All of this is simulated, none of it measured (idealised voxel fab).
Process module, titled voxel self aligned vias
cross-section cut | 265 nm wide | cells 5 nm
Square cells in a grid make up a cross-section in this document, and the grid is given as bands, listed from the top down, each one or more rows of cells.
The band entry comprises the height of the band's top followed by the height of its bottom, expressed in nm, and subsequently the band's materials from left to right, each stated together with its width in nm. Where a single material is marked with the word "all across", that material fills the band from edge to edge. The word "empty" represents empty space.
Below 0: as-received wafer, all one material; heights counted from there. Lowest band: no bottom, goes on down, written "0 down".
Quick explanation for "30..40": the width changes in equal steps down the rows of cells, from the first number in the band's top row to the second number in its bottom row.
"nothing altered" after a step means that no cell of the cross-section changed.
Closed-off voids of 8+ cells (no open route to the top) go in "Enclosed void list", written width x height at distance from the left edge, in nm.
Heads up: the bit after the settings on a step's line is the simulator's remark on that step.
Regarding "overlay nm": on a step with a mask, it is the distance the mask lay to the right of its planned place; a negative value places it to the left.
THIS SECTION LISTS THE PROCESS STEPS THAT WERE PLANNED
1) RECEIVE (material Si)
2) CONFORMAL_DEP (material SiO2; thk nm 15)
3) CONFORMAL_DEP (material SiCN; thk nm 5)
4) DIRECTIONAL_DEP (material lowk; thk nm 30)
5) PATTERN (tone open; mask id LINES; material resist; width nm 20; pitch nm 65; thk nm 20; overlay nm 0)
6) DIRECTIONAL_ETCH (etch materials lowk; depth nm 30)
7) STRIP (etch materials resist)
8) CONFORMAL_DEP (material TiN; thk nm 5)
9) FILL_DEP (material W; thk nm 5)
10) CMP (height nm 50)
11) SELECTIVE_ETCH (etch materials W Ru TiN; depth nm 5)
12) FILL_DEP (material SiN; thk nm 10)
13) CMP (height nm 50)
14) DIRECTIONAL_DEP (material lowk; thk nm 20)
15) DIRECTIONAL_DEP (material aC; thk nm 10)
16) PATTERN (tone open; mask id VIAS; material resist; width nm 40; pitch nm 65; thk nm 30; overlay nm 0)
17) DIRECTIONAL_ETCH (etch materials aC; depth nm 10)
18) STRIP (etch materials resist)
19) DIRECTIONAL_ETCH (etch materials lowk; depth nm 20)
20) DIRECTIONAL_ETCH (etch materials SiN; depth nm 5)
21) STRIP (etch materials aC)
22) CONFORMAL_DEP (material TiN; thk nm 5)
23) FILL_DEP (material W; thk nm 5)
24) CMP (height nm 70)
25) CONFORMAL_DEP (material SiCN; thk nm 5)
INCOMING WAFER, CROSS-SECTIONAL VIEW, POST STEP 1
- 0 down = Si all across
- Enclosed void list: none
RESULT OF THE MODULE, CROSS-SECTIONED: START PER ABOVE, PLAN PER ABOVE, ONE ERROR IN HOW IT WAS RUN
- 75 to 70 = SiCN all across
- 70 to 50 = 80 nm lowk; 5 nm TiN; 30 nm W; 5 nm TiN; 25 nm lowk; 5 nm TiN; 30 nm W; 5 nm TiN; 80 nm lowk
- 50 to 45 = 80 nm SiN; 40 nm TiN; 25 nm SiN; 40 nm TiN; 80 nm SiN
- 45 to 20 = 90 nm lowk; 5 nm TiN; 10 nm W; 5 nm TiN; 45 nm lowk; 5 nm TiN; 10 nm W; 5 nm TiN; 90 nm lowk
- 20 to 15 = 90 nm lowk; 20 nm TiN; 45 nm lowk; 20 nm TiN; 90 nm lowk
- 15 to 0 = SiO2 all across
- 0 down = Si all across
- Enclosed void list: none
Misprocessing identified: not run: step 3 of the plan (skipped)
